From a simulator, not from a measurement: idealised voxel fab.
Name of the process module below: voxel tone inversion
The cross-section shown here is cut; it is 205 nm wide and divided into square cells measuring 5 nm on a side.
In this document a cross-section is written as a grid of square cells. It is given as a series of bands, listed from the top down, and a band is one or more rows of cells.
For a band, the entry starts with two heights in nm, that of the top and then that of the bottom, and carries on with the band's materials in order from left to right, each alongside its width in nm; the word "edge to edge" beside a single material means it fills the band edge to edge, and "blank" means empty space.
Below 0: as-received wafer, all one material; heights counted from there. Lowest band: no bottom, goes on down, written "from 0 down".
It should be noted that a width expressed as "30..40" varies in equal increments from row to row of cells within the band, taking the value of the first number at the top row and that of the second number at the bottom row.
Step note "nothing different" = no cross-section cell changed.
Reported under the label "Sealed voids" are the empty spaces having no open way to the top and comprising 8 cells or more; the notation for each is width x height at distance, in which the distance is measured from the left edge and all three values are in nm.
If you see something after the settings on a step's line, that's the simulator's own remark about that step.
overlay nm: how far to the right of its planned place the mask lay on this masked step (negative: to the left).
Process steps - plan:
step 1: RECEIVE with material Si
step 2: CONFORMAL_DEP with material SiCN, thk nm 5
step 3: DIRECTIONAL_DEP with material aC, thk nm 25
step 4: PATTERN with tone cover, mask id POSTS, material resist, width nm 25, pitch nm 40, thk nm 35, overlay nm 0
step 5: DIRECTIONAL_ETCH with etch materials aC, depth nm 25
step 6: STRIP with etch materials resist
step 7: FILL_DEP with material lowk, thk nm 10
step 8: CMP with height nm 30
step 9: STRIP with etch materials aC
step 10: CONFORMAL_DEP with material TiN, thk nm 5
step 11: FILL_DEP with material Cu, thk nm 5
step 12: CMP with height nm 30
step 13: CONFORMAL_DEP with material SiN, thk nm 5
Cross-section of the incoming wafer, state after step 1:
> from 0 down: Si edge to edge
> Sealed voids: none
Cross-section: first of two wafers, module finished, run according to plan:
> from 35 to 30: SiN edge to edge
> from 30 to 10: lowk 30; TiN 5; Cu 15; TiN 5; lowk 15; TiN 5; Cu 15; TiN 5; lowk 15; TiN 5; Cu 15; TiN 5; lowk 15; TiN 5; Cu 15; TiN 5; lowk 30
> from 10 to 5: lowk 30; TiN 25; lowk 15; TiN 25; lowk 15; TiN 25; lowk 15; TiN 25; lowk 30
> from 5 to 0: SiCN edge to edge
> from 0 down: Si edge to edge
> Sealed voids: none
Here's the second of our two wafers sectioned at module end. Same start as the first, same plan, but one mistake got made running it:
> from 35 to 30: SiN edge to edge
> from 30 to 25: SiCN edge to edge
> from 25 to 0: aC edge to edge
> from 0 down: Si edge to edge
> Sealed voids: none
Heads up, the wafer didn't run the way we planned it: swap of plan steps 2 and 3 during execution
The second wafer ends with more or fewer cells of some materials than the first, per final count: 48 fewer of Cu; 52 fewer of TiN; 205 more of aC; 105 fewer of lowk
